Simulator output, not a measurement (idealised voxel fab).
You're looking at the process module voxel self aligned contacts.
Square cells of 5 nm make up the cross-section cut, whose width is 265 nm.
Cross-section spec: square-cell grid; bands listed top down; each band is one or more rows. The band entry comprises the height of the band's top followed by the height of its bottom, expressed in nm, and subsequently the band's materials from left to right, each stated together with its width in nm. Where a single material is marked with the word "throughout", that material fills the band from edge to edge. The word "blank" represents empty space. Note: height 0 marks the level under which the wafer is uniformly one material as received. Lowest band unbounded below, written "0 and below". Think of "30->40" as a width that walks from the first number to the second as you go down the band, top row to bottom row, taking equal-sized steps from row to row. Step marked "nothing changed"? Then no cell in the cross-section changed in it. Heads up: "Sealed internal cavities" only lists the empty pockets with no open path to the top that are 8 cells or more, and it writes them as width x height at distance, distance from the left edge, in nm. On a step's line, text after the settings is the simulator commenting on that step. "overlay nm" answers the question of how far to the right of plan the mask lay on a step that has a mask, and when it is negative the answer is to the left.

THE PROCESS STEPS THAT WERE PLANNED ARE LISTED BELOW
1) RECEIVE,material Si
2) OXIDIZE,depth nm 5
3) DIRECTIONAL_DEP,material polySi,thk nm 30
4) DIRECTIONAL_DEP,material SiN,thk nm 20
5) DIRECTIONAL_DEP,material aC,thk nm 15
6) PATTERN,tone cover,mask id GATE,material resist,width nm 35,pitch nm 70,thk nm 30,overlay nm 0
7) DIRECTIONAL_ETCH,etch materials aC,depth nm 15
8) STRIP,etch materials resist
9) DIRECTIONAL_ETCH,etch materials SiN,depth nm 20
10) DIRECTIONAL_ETCH,etch materials polySi,depth nm 30
11) STRIP,etch materials aC
12) CONFORMAL_DEP,material SiN,thk nm 5
13) DIRECTIONAL_ETCH,etch materials SiN,depth nm 5
14) FILL_DEP,material SiO2,thk nm 10
15) CMP,height nm 55
16) PATTERN,tone open,mask id CONTACT,material resist,width nm 55,thk nm 15,overlay nm 0
17) DIRECTIONAL_ETCH,etch materials SiO2,depth nm 60
18) STRIP,etch materials resist
19) CONFORMAL_DEP,material TiN,thk nm 5
20) FILL_DEP,material Ru,thk nm 10
21) CMP,height nm 55
22) CONFORMAL_DEP,material SiN,thk nm 5

INCOMING WAFER, CROSS-SECTIONAL VIEW, POST STEP 1
> 0 and below  Si throughout
> Sealed internal cavities: none

FIRST WAFER AT THE END, AS PLANNED
> 60 down to 55  SiN throughout
> 55 down to 50  SiO2 105 / TiN 20 / Ru 15 / TiN 20 / SiO2 105
> 50 down to 30  SiO2 75 / SiN 45 / TiN 5 / Ru 15 / TiN 5 / SiN 45 / SiO2 75
> 30 down to 0  SiO2 75 / SiN 5 / polySi 35 / SiN 5 / TiN 5 / Ru 15 / TiN 5 / SiN 5 / polySi 35 / SiN 5 / SiO2 75
> 0 down to -5  SiO2 120 / TiN 25 / SiO2 120
> -5 and below  Si throughout
> Sealed internal cavities: none

WAFER TWO (OF TWO), END-OF-MODULE CROSS-SECTION: START = WAFER ONE, PLAN = WAFER ONE, ONE RUN MISTAKE
> 60 down to 55  SiN throughout
> 55 down to 50  SiO2 105 / TiN 20 / Ru 15 / TiN 20 / SiO2 105
> 50 down to 25  SiO2 75 / SiN 5 / polySi 35 / SiN 5 / TiN 5 / Ru 15 / TiN 5 / SiN 5 / polySi 35 / SiN 5 / SiO2 75
> 25 down to 20  SiO2 75 / SiN 5 / polySi 35 / SiN 5 / TiN 25 / SiN 5 / polySi 35 / SiN 5 / SiO2 75
> 20 down to 0  SiN throughout
> 0 down to -5  SiO2 throughout
> -5 and below  Si throughout
> Sealed internal cavities: none
It is concluded that the wafer was processed incorrectly with respect to the plan, in that step 3 ran in the slot meant for step 4, and vice versa
Counted in cells at the end, the second wafer holds more or fewer of these materials than the first: Ru -15; SiN +140; SiO2 -115; TiN -10
